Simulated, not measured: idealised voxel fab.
Module name: voxel ribs on slabs (process module)
Xsec cut, 220 nm wide, square cell size 5 nm.
How to read a cross-section here: the picture is a grid of square cells, written as bands going from the top down, and any band can span one or more rows of cells. The entry gives the band's vertical extent as a top height and a bottom height in nm, then its horizontal make-up as materials from left to right, each with a width in nm. "blank" stands for empty space; a single material marked "full width" fills the band edge to edge. Counting heights begins at 0, where everything beneath is, in the wafer as received, one material. The lowest band has no bottom; it goes on downwards, as "0 down" shows. When a width is written as two numbers, as in "30->40", the first number is the width in the top row of cells of the band and the second is the width in its bottom row, and the width changes by the same amount from each row to the next. Take "stayed the same" at face value: in the step it is given for, the cross-section changed in none of its cells. In "Sealed void list" the enclosed voids are listed, meaning empty spaces of 8 cells or larger without any opening to the top. The form is width x height at distance, distance from the left edge, units nm. Anything after a step's settings on that line? It's the simulator's own note about the step. overlay nm: mask right of planned place by this much (step with mask). Neg. = left.

# Listed below are the process steps as planned
- 1: RECEIVE | material Si
- 2: DIRECTIONAL_DEP | material SiO2 | thk nm 20
- 3: DIRECTIONAL_DEP | material polySi | thk nm 20
- 4: PATTERN | tone cover | mask id RIB | material resist | width nm 20 | thk nm 20 | overlay nm 0
- 5: DIRECTIONAL_ETCH | etch materials polySi | depth nm 5
- 6: STRIP | etch materials resist
- 7: DIRECTIONAL_DEP | material aC | thk nm 10
- 8: PATTERN | tone cover | mask id SLAB | material resist | width nm 70 | thk nm 30 | overlay nm 0
- 9: DIRECTIONAL_ETCH | etch materials aC | depth nm 10
- 10: STRIP | etch materials resist
- 11: DIRECTIONAL_ETCH | etch materials polySi | depth nm 15
- 12: STRIP | etch materials aC
- 13: FILL_DEP | material SiO2 | thk nm 20
- 14: CMP | height nm 55
- 15: DIRECTIONAL_DEP | material TiN | thk nm 10
- 16: PATTERN | tone cover | mask id HEATER | material resist | width nm 20 | thk nm 15 | overlay nm 0
- 17: DIRECTIONAL_ETCH | etch materials TiN | depth nm 10
- 18: STRIP | etch materials resist
- 19: CONFORMAL_DEP | material SiN | thk nm 5
It is noted that the wafers described herein are identical at the outset and are distinguished by the width nm of step 16; the value stated in the plan corresponds to the first wafer.

# Cross-section of the first of several received wafers, showing its state after step 1
> 0 down: Si full width
> Sealed void list: none

# Here is the cross-section of the first of several wafers at the end of the module, after its last step, step 19
> 70 to 65: blank (95)  SiN (30)  blank (95)
> 65 to 60: blank (95)  SiN (5)  TiN (20)  SiN (5)  blank (95)
> 60 to 55: SiN (100)  TiN (20)  SiN (100)
> 55 to 40: SiO2 full width
> 40 to 35: SiO2 (100)  polySi (20)  SiO2 (100)
> 35 to 20: SiO2 (75)  polySi (70)  SiO2 (75)
> 20 to 0: SiO2 full width
> 0 down: Si full width
> Sealed void list: none

# Last wafer, end of module, cross-section
> 70 to 65: blank (85)  SiN (55)  blank (80)
> 65 to 60: blank (85)  SiN (5)  TiN (45)  SiN (5)  blank (80)
> 60 to 55: SiN (90)  TiN (45)  SiN (85)
> 55 to 40: SiO2 full width
> 40 to 35: SiO2 (100)  polySi (20)  SiO2 (100)
> 35 to 20: SiO2 (75)  polySi (70)  SiO2 (75)
> 20 to 0: SiO2 full width
> 0 down: Si full width
> Sealed void list: none

# Table: wafers, a row each; end-of-module cell change per material since receipt, gain (+), loss (-); then closed voids
width nm 20 | +48 SiN | +438 SiO2 | +8 TiN | +46 polySi | Sealed void list: none
width nm 25 | +48 SiN | +438 SiO2 | +10 TiN | +46 polySi | Sealed void list: none
width nm 30 | +48 SiN | +438 SiO2 | +12 TiN | +46 polySi | Sealed void list: none
width nm 35 | +48 SiN | +438 SiO2 | +14 TiN | +46 polySi | Sealed void list: none
width nm 40 | +48 SiN | +438 SiO2 | +16 TiN | +46 polySi | Sealed void list: none
width nm 45 | +48 SiN | +438 SiO2 | +18 TiN | +46 polySi | Sealed void list: none
